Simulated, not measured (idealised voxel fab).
Name of the process module below: voxel capacitor over wiring
We display cut, a cross-section 300 nm in width whose square cells are each 5 nm.
Each cross-section below is a grid of square cells, stated as bands in top-down order, with one or more rows of cells making up each band. The entry gives the band's vertical extent as a top height and a bottom height in nm, then its horizontal make-up as materials from left to right, each with a width in nm. "empty" stands for empty space; a single material marked "everywhere" fills the band edge to edge. Heights from 0 (as-received wafer is one material below). Bottom band endless downward, as "0 nm and below". So if you see something like "30..40" for the width, read it as the top row of the band sitting at the first number and the bottom row at the second, with every row in between moving by the same amount as the last. Basically "changes: none" means that step didn't change any cell in the cross-section. Under "Fully sealed voids" you'll find the enclosed gaps, the ones with no way out to the top, that are 8 cells or bigger; each reads width x height at distance, with distance counted from the left edge, everything in nm. Text after the settings on a step's line: the simulator's own remark on that step. "overlay nm" denotes, for a step that has a mask, the displacement of the mask to the right of its planned place, with negative values corresponding to the left.
-- Planned step list for the process
step 1: RECEIVE, material Si
step 2: CONFORMAL_DEP, material SiO2, thk nm 15
step 3: DIRECTIONAL_DEP, material TiN, thk nm 5
step 4: DIRECTIONAL_DEP, material Ru, thk nm 20
step 5: DIRECTIONAL_DEP, material aC, thk nm 15
step 6: PATTERN, tone cover, mask id METAL_1, material resist, width nm 25, pitch nm 90, thk nm 35, overlay nm 0
step 7: DIRECTIONAL_ETCH, etch materials aC, depth nm 15
step 8: STRIP, etch materials resist
step 9: DIRECTIONAL_ETCH, etch materials Ru, depth nm 20
step 10: DIRECTIONAL_ETCH, etch materials TiN, depth nm 5
step 11: STRIP, etch materials aC
step 12: FILL_DEP, material lowk, thk nm 10
step 13: CMP, height nm 40
step 14: CONFORMAL_DEP, material SiCN, thk nm 5
step 15: DIRECTIONAL_DEP, material lowk, thk nm 20
step 16: PATTERN, tone open, mask id PLUG_1, material resist, width nm 15, thk nm 20, overlay nm 0
step 17: DIRECTIONAL_ETCH, etch materials lowk, depth nm 20
step 18: DIRECTIONAL_ETCH, etch materials SiCN, depth nm 5
step 19: STRIP, etch materials resist
step 20: CONFORMAL_DEP, material TiN, thk nm 5
step 21: FILL_DEP, material W, thk nm 10
step 22: CMP, height nm 65
step 23: DIRECTIONAL_DEP, material TiN, thk nm 5
step 24: DIRECTIONAL_DEP, material Al2O3, thk nm 5
step 25: DIRECTIONAL_DEP, material TiN, thk nm 10
step 26: DIRECTIONAL_DEP, material aC, thk nm 15
step 27: PATTERN, tone cover, mask id UPPER_PLATE, material resist, width nm 70, thk nm 30, overlay nm 0
step 28: DIRECTIONAL_ETCH, etch materials aC, depth nm 15
step 29: STRIP, etch materials resist
step 30: DIRECTIONAL_ETCH, etch materials TiN, depth nm 10
step 31: DIRECTIONAL_ETCH, etch materials Al2O3, depth nm 5
step 32: STRIP, etch materials aC
step 33: MASKED_ETCH, tone cover, mask id LOWER_PLATE, width nm 80, etch materials TiN, depth nm 5, overlay nm 0
step 34: FILL_DEP, material SiO2, thk nm 20
step 35: CMP, height nm 100
step 36: PATTERN, tone open, mask id PLUG_2, material resist, width nm 15, thk nm 20, overlay nm 0
step 37: DIRECTIONAL_ETCH, etch materials SiO2, depth nm 15
step 38: STRIP, etch materials resist
step 39: CONFORMAL_DEP, material TiN, thk nm 5
step 40: FILL_DEP, material Ru, thk nm 5
step 41: CMP, height nm 100
step 42: CONFORMAL_DEP, material SiN, thk nm 5
-- Delivered wafer in cross-section: state after step 1
- 0 nm and below | Si everywhere
- Fully sealed voids: none
-- Cross-section, first of two wafers, end of module, run as planned
- 105 nm to 100 nm | SiN everywhere
- 100 nm to 90 nm | 110 SiO2  5 TiN  5 Ru  5 TiN  175 SiO2
- 90 nm to 85 nm | 110 SiO2  15 TiN  175 SiO2
- 85 nm to 75 nm | 100 SiO2  70 TiN  130 SiO2
- 75 nm to 70 nm | 100 SiO2  70 Al2O3  130 SiO2
- 70 nm to 65 nm | 95 SiO2  80 TiN  125 SiO2
- 65 nm to 45 nm | 100 lowk  5 TiN  5 W  5 TiN  185 lowk
- 45 nm to 40 nm | 100 SiCN  15 TiN  185 SiCN
- 40 nm to 20 nm | 90 lowk  25 Ru  65 lowk  25 Ru  95 lowk
- 20 nm to 15 nm | 90 lowk  25 TiN  65 lowk  25 TiN  95 lowk
- 15 nm to 0 nm | SiO2 everywhere
- 0 nm and below | Si everywhere
- Fully sealed voids: none
-- Wafer two, sectioned after the module: the first wafer's start, the first wafer's plan, and one mistake in how it was run
- 105 nm to 100 nm | SiN everywhere
- 100 nm to 90 nm | 110 SiO2  5 TiN  5 Ru  5 TiN  175 SiO2
- 90 nm to 85 nm | 110 SiO2  15 TiN  175 SiO2
- 85 nm to 75 nm | 100 SiO2  70 TiN  130 SiO2
- 75 nm to 70 nm | 100 SiO2  70 Al2O3  130 SiO2
- 70 nm to 65 nm | 95 SiO2  80 TiN  125 SiO2
- 65 nm to 45 nm | 100 lowk  5 TiN  5 W  5 TiN  185 lowk
- 45 nm to 40 nm | 100 SiCN  15 TiN  185 SiCN
- 40 nm to 35 nm | 90 lowk  25 Ru  65 lowk  25 Ru  95 lowk
- 35 nm to 30 nm | 90 lowk  25 TiN  65 lowk  25 TiN  95 lowk
- 30 nm to 0 nm | SiO2 everywhere
- 0 nm and below | Si everywhere
- Fully sealed voids: none
What was the processing mistake? step 2 of the plan was carried out twice
Counted in cells at the end, the second wafer holds more or fewer of these materials than the first: Ru: 30 fewer, SiO2: 180 more, lowk: 150 fewer
